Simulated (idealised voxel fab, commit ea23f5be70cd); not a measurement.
Process module under the name voxel capacitor over wiring
Square cell edge 5 nm, section width 270 nm, ID cut.
The cross-sections in this document take the form of a grid made of square cells. They are written out as bands, in order from top to bottom. Each band consists of one or more rows of cells.
Band: top height; bottom height; in nm. Then, left to right: material with width in nm, for each material. "edge to edge": a single material spanning edge to edge. "empty": empty space.
It should be noted that heights are counted from 0, beneath which the wafer as supplied is of one material throughout, and that the lowest band possesses no lower boundary but continues downward, as written in "0 and below".
Width spec "30..40" -> top row of cells at first value, bottom row at second value, equal per-row change in between.
Key: "no modifications" - step with no changed cell in the cross-section.
The entry "Enclosed void listing" lists the empty spaces that cover at least 8 cells and have no open path to the top. Each is written as width x height at distance, where the distance is measured from the left edge and all three values are in nm.
Past the settings on a step's line: simulator remark, on that step.
"overlay nm" answers the question of how far to the right of plan the mask lay on a step that has a mask, and when it is negative the answer is to the left.
The planned process steps are enumerated hereunder
1,RECEIVE [material Si]
2,CONFORMAL_DEP [material SiO2] [thk nm 15]
3,DIRECTIONAL_DEP [material TiN] [thk nm 5]
4,DIRECTIONAL_DEP [material Ru] [thk nm 25]
5,DIRECTIONAL_DEP [material aC] [thk nm 15]
6,PATTERN [tone cover] [mask id METAL_1] [material resist] [width nm 20] [pitch nm 85] [thk nm 35] [overlay nm 0]
7,DIRECTIONAL_ETCH [etch materials aC] [depth nm 15]
8,STRIP [etch materials resist]
9,DIRECTIONAL_ETCH [etch materials Ru] [depth nm 25]
10,DIRECTIONAL_ETCH [etch materials TiN] [depth nm 5]
11,STRIP [etch materials aC]
12,CONFORMAL_DEP [material SiCN] [thk nm 5]
13,FILL_DEP [material lowk] [thk nm 5]
14,CMP [height nm 45]
15,CONFORMAL_DEP [material SiCN] [thk nm 5]
16,DIRECTIONAL_DEP [material SiO2] [thk nm 15]
17,DIRECTIONAL_DEP [material aC] [thk nm 10]
18,PATTERN [tone open] [mask id PLUG_1] [material resist] [width nm 15] [thk nm 25] [overlay nm 0]
19,DIRECTIONAL_ETCH [etch materials aC] [depth nm 10]
20,STRIP [etch materials resist]
21,DIRECTIONAL_ETCH [etch materials SiO2] [depth nm 15]
22,DIRECTIONAL_ETCH [etch materials SiCN] [depth nm 5]
23,STRIP [etch materials aC]
24,CONFORMAL_DEP [material TiN] [thk nm 5]
25,FILL_DEP [material Ru] [thk nm 10]
26,CMP [height nm 65]
27,DIRECTIONAL_DEP [material TiN] [thk nm 5]
28,DIRECTIONAL_DEP [material SiN] [thk nm 5]
29,DIRECTIONAL_DEP [material TiN] [thk nm 5]
30,MASKED_ETCH [tone cover] [mask id UPPER_PLATE] [width nm 70] [etch materials TiN] [depth nm 5] [overlay nm 0]
31,MASKED_ETCH [tone cover] [mask id UPPER_PLATE] [width nm 70] [etch materials SiN] [depth nm 5] [overlay nm 0]
32,PATTERN [tone cover] [mask id LOWER_PLATE] [material resist] [width nm 80] [thk nm 15] [overlay nm 0]
33,DIRECTIONAL_ETCH [etch materials TiN] [depth nm 5]
34,STRIP [etch materials resist]
35,FILL_DEP [material SiO2] [thk nm 20]
36,CMP [height nm 95]
37,MASKED_ETCH [tone open] [mask id PLUG_2] [width nm 15] [etch materials SiO2] [depth nm 15] [overlay nm 0]
38,CONFORMAL_DEP [material TiN] [thk nm 5]
39,FILL_DEP [material Ru] [thk nm 5]
40,CMP [height nm 95]
41,CONFORMAL_DEP [material SiN] [thk nm 5]
Received-state cross-section, reflecting completion of step 1
  0 and below = Si edge to edge
  Enclosed void listing: none
The first of two wafers, cross-sectioned at the end of the module, with the run proceeding as planned
  100 down to 95 = SiN edge to edge
  95 down to 85 = SiO2 95 | TiN 5 | Ru 5 | TiN 5 | SiO2 160
  85 down to 75 = SiO2 95..85 | TiN 15..70 | SiO2 160..115
  75 down to 70 = SiO2 85 | SiN 70 | SiO2 115
  70 down to 65 = SiO2 80 | TiN 80 | SiO2 110
  65 down to 50 = SiO2 85 | TiN 5 | Ru 5 | TiN 5 | SiO2 170
  50 down to 45 = SiCN 85 | TiN 15 | SiCN 170
  45 down to 20 = lowk 75 | SiCN 5 | Ru 20 | SiCN 5 | lowk 55 | SiCN 5 | Ru 20 | SiCN 5 | lowk 80
  20 down to 15 = SiCN 80 | TiN 20 | SiCN 65 | TiN 20 | SiCN 85
  15 down to 0 = SiO2 edge to edge
  0 and below = Si edge to edge
  Enclosed void listing: none
Second wafer of the two, sectioned at the end of the module. It began like the first and followed the same plan, but one mistake was made while running it
  100 down to 95 = SiN edge to edge
  95 down to 85 = SiO2 95 | TiN 5 | Ru 5 | TiN 5 | SiO2 160
  85 down to 75 = SiO2 95..85 | TiN 15..70 | SiO2 160..115
  75 down to 70 = SiO2 85 | SiN 70 | SiO2 115
  70 down to 65 = SiO2 80 | TiN 80 | SiO2 110
  65 down to 50 = SiO2 80 | TiN 5 | Ru 15 | TiN 5 | SiO2 165
  50 down to 45 = SiCN 80 | TiN 25 | SiCN 165
  45 down to 20 = lowk 75 | SiCN 5 | Ru 20 | SiCN 5 | lowk 55 | SiCN 5 | Ru 20 | SiCN 5 | lowk 80
  20 down to 15 = SiCN 80 | TiN 20 | SiCN 65 | TiN 20 | SiCN 85
  15 down to 0 = SiO2 edge to edge
  0 and below = Si edge to edge
  Enclosed void listing: none
Deviation from plan: step 18 went in with a setting other than planned; the actual run was PATTERN [tone open] [mask id PLUG_1] [material resist] [width nm 25] [thk nm 25] [overlay nm 0]
FYI, end of process, the second wafer has more or fewer cells of some materials than the first: Ru +6, SiCN -2, SiO2 -6, TiN +2
